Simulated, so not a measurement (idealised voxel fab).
voxel ribs on slabs: a process module
Displayed cross-section: cut, width of 185 nm, square cells sized 5 nm.
Notation: cross-section as square-cell grid; stated in bands, top first, going down; one or more cell rows per band.
Look at the band entry: it leads with the top's height and the bottom's height in nm. Then it lists the materials left to right, with a width in nm for each. The word "throughout" on a single material says that material fills the band edge to edge. The word "air" is empty space.
All heights in this document are referenced to 0, defined as the level beneath which the wafer, as received, consists entirely of one material. The lowest band is not bounded below; it extends indefinitely downward and is written in the form "from 0 down".
The expression "30..40" gives the width at the extremes of the band, the first number at its top row of cells and the second at its bottom row, with the width changing by equal amounts from each row to the next in between.
"nothing was modified" -> step changed no cross-section cell.
Empty spaces counting at least 8 cells and having no open way to the top are listed in "Unvented cavities". The notation width x height at distance is used for each, the distance being from the left edge and all three values in nm.
Anything after a step's settings on that line? It's the simulator's own note about the step.
If you see "overlay nm" on a step's line and that step has a mask, it's telling you how far right of where it was planned the mask ended up; a negative number means it went left instead.

Planned step list for the process:
step 1: RECEIVE with material Si
step 2: DIRECTIONAL_DEP with material SiO2, thk nm 30
step 3: DIRECTIONAL_DEP with material polySi, thk nm 20
step 4: PATTERN with tone cover, mask id RIB, material resist, width nm 25, thk nm 20, overlay nm 0
step 5: DIRECTIONAL_ETCH with etch materials polySi, depth nm 15
step 6: STRIP with etch materials resist
step 7: PATTERN with tone cover, mask id SLAB, material resist, width nm 75, thk nm 20, overlay nm 0
step 8: DIRECTIONAL_ETCH with etch materials polySi, depth nm 5
step 9: STRIP with etch materials resist
step 10: FILL_DEP with material SiO2, thk nm 30
step 11: CMP with height nm 70
step 12: DIRECTIONAL_DEP with material W, thk nm 10
step 13: DIRECTIONAL_DEP with material aC, thk nm 10
step 14: PATTERN with tone cover, mask id HEATER, material resist, width nm 35, thk nm 30, overlay nm 0
step 15: DIRECTIONAL_ETCH with etch materials aC, depth nm 10
step 16: STRIP with etch materials resist
step 17: DIRECTIONAL_ETCH with etch materials W, depth nm 10
step 18: STRIP with etch materials aC
step 19: CONFORMAL_DEP with material SiN, thk nm 5

First of the two wafers, run per plan:

Cross-section, incoming material, after step 1:
	from 0 down = Si throughout
	Unvented cavities: none

Once step 2 is through, the wafer looks like this in cross-section:
	from 30 to 0 = SiO2 throughout
	Beneath the level 0, the cross-section is identical to its previous state.

Once step 3 is through, the wafer looks like this in cross-section:
	from 50 to 30 = polySi throughout
	Beneath the level 30, the cross-section is identical to its previous state.

Once step 4 is through, the wafer looks like this in cross-section:
	from 70 to 50 = air (80)  resist (25)  air (80)
	Beneath the level 50, the cross-section is identical to its previous state.

Once step 5 is through, the wafer looks like this in cross-section:
	from 70 to 50 = air (80)  resist (25)  air (80)
	from 50 to 35 = air (80)  polySi (25)  air (80)
	Beneath the level 35, the cross-section is identical to its previous state.

Once step 6 is through, the wafer looks like this in cross-section:
	from 50 to 35 = air (80)  polySi (25)  air (80)
	Beneath the level 35, the cross-section is identical to its previous state.

Once step 7 is through, the wafer looks like this in cross-section:
	from 70 to 50 = air (55)  resist (75)  air (55)
	from 50 to 35 = air (55)  resist (25)  polySi (25)  resist (25)  air (55)
	Beneath the level 35, the cross-section is identical to its previous state.

Once step 8 is through, the wafer looks like this in cross-section:
	from 70 to 50 = air (55)  resist (75)  air (55)
	from 50 to 35 = air (55)  resist (25)  polySi (25)  resist (25)  air (55)
	from 35 to 30 = air (55)  polySi (75)  air (55)
	Beneath the level 30, the cross-section is identical to its previous state.

Once step 9 is through, the wafer looks like this in cross-section:
	from 50 to 35 = air (80)  polySi (25)  air (80)
	Beneath the level 35, the cross-section is identical to its previous state.

Once step 10 is through, the wafer looks like this in cross-section:
	from 80 to 50 = SiO2 throughout
	from 50 to 35 = SiO2 (80)  polySi (25)  SiO2 (80)
	from 35 to 30 = SiO2 (55)  polySi (75)  SiO2 (55)
	Beneath the level 30, the cross-section is identical to its previous state.

Once step 11 is through, the wafer looks like this in cross-section:
	from 70 to 50 = SiO2 throughout
	Beneath the level 50, the cross-section is identical to its previous state.

Once step 12 is through, the wafer looks like this in cross-section:
	from 80 to 70 = W throughout
	Beneath the level 70, the cross-section is identical to its previous state.

Once step 13 is through, the wafer looks like this in cross-section:
	from 90 to 80 = aC throughout
	Beneath the level 80, the cross-section is identical to its previous state.

Once step 14 is through, the wafer looks like this in cross-section:
	from 120 to 90 = air (75)  resist (35)  air (75)
	Beneath the level 90, the cross-section is identical to its previous state.

Once step 15 is through, the wafer looks like this in cross-section:
	from 110 to 90 = air (75)  resist (35)  air (75)
	from 90 to 80 = air (75)  aC (35)  air (75)
	Beneath the level 80, the cross-section is identical to its previous state.

Once step 16 is through, the wafer looks like this in cross-section:
	from 90 to 80 = air (75)  aC (35)  air (75)
	Beneath the level 80, the cross-section is identical to its previous state.

Once step 17 is through, the wafer looks like this in cross-section:
	from 90 to 80 = air (75)  aC (35)  air (75)
	from 80 to 70 = air (75)  W (35)  air (75)
	Beneath the level 70, the cross-section is identical to its previous state.

Once step 18 is through, the wafer looks like this in cross-section:
	from 80 to 70 = air (75)  W (35)  air (75)
	Beneath the level 70, the cross-section is identical to its previous state.

Once step 19 is through, the wafer looks like this in cross-section:
	from 85 to 80 = air (70)  SiN (45)  air (70)
	from 80 to 75 = air (70)  SiN (5)  W (35)  SiN (5)  air (70)
	from 75 to 70 = SiN (75)  W (35)  SiN (75)
	Beneath the level 70, the cross-section is identical to its previous state.

Wafer two of the pair: same origin, same plan, one error during the run; identical to wafer one up to and including step 1:

Second wafer, cross-section, planned end of step 2:
	from 20 to 0 = polySi throughout
	Beneath the level 0, the cross-section is identical to its previous state.

Second wafer, cross-section, planned end of step 3:
	from 50 to 20 = SiO2 throughout
	Beneath the level 20, the cross-section is identical to its previous state.

Second wafer, cross-section, planned end of step 4:
	from 70 to 50 = air (80)  resist (25)  air (80)
	Beneath the level 50, the cross-section is identical to its previous state.

Second wafer, cross-section, planned end of step 5: nothing was modified

Second wafer, cross-section, planned end of step 6:
	from 50 to 20 = SiO2 throughout
	Beneath the level 20, the cross-section is identical to its previous state.

Second wafer, cross-section, planned end of step 7:
	from 70 to 50 = air (55)  resist (75)  air (55)
	Beneath the level 50, the cross-section is identical to its previous state.

Second wafer, cross-section, planned end of step 8: nothing was modified

Second wafer, cross-section, planned end of step 9:
	from 50 to 20 = SiO2 throughout
	Beneath the level 20, the cross-section is identical to its previous state.

Second wafer, cross-section, planned end of step 10:
	from 80 to 20 = SiO2 throughout
	Beneath the level 20, the cross-section is identical to its previous state.

Second wafer, cross-section, planned end of step 11:
	from 70 to 20 = SiO2 throughout
	Beneath the level 20, the cross-section is identical to its previous state.

Second wafer, cross-section, planned end of step 12:
	from 80 to 70 = W throughout
	Beneath the level 70, the cross-section is identical to its previous state.

Second wafer, cross-section, planned end of step 13:
	from 90 to 80 = aC throughout
	Beneath the level 80, the cross-section is identical to its previous state.

Second wafer, cross-section, planned end of step 14:
	from 120 to 90 = air (75)  resist (35)  air (75)
	Beneath the level 90, the cross-section is identical to its previous state.

Second wafer, cross-section, planned end of step 15:
	from 110 to 90 = air (75)  resist (35)  air (75)
	from 90 to 80 = air (75)  aC (35)  air (75)
	Beneath the level 80, the cross-section is identical to its previous state.

Second wafer, cross-section, planned end of step 16:
	from 90 to 80 = air (75)  aC (35)  air (75)
	Beneath the level 80, the cross-section is identical to its previous state.

Second wafer, cross-section, planned end of step 17:
	from 90 to 80 = air (75)  aC (35)  air (75)
	from 80 to 70 = air (75)  W (35)  air (75)
	Beneath the level 70, the cross-section is identical to its previous state.

Second wafer, cross-section, planned end of step 18:
	from 80 to 70 = air (75)  W (35)  air (75)
	Beneath the level 70, the cross-section is identical to its previous state.

Second wafer, cross-section, planned end of step 19:
	from 85 to 80 = air (70)  SiN (45)  air (70)
	from 80 to 75 = air (70)  SiN (5)  W (35)  SiN (5)  air (70)
	from 75 to 70 = SiN (75)  W (35)  SiN (75)
	Beneath the level 70, the cross-section is identical to its previous state.
Plan not followed: steps 2 and 3 of the plan were run in the wrong order, each in the other's place
Per the end-of-run cell counts, the second wafer holds more or fewer of some materials than the first: -118 SiO2; +118 polySi
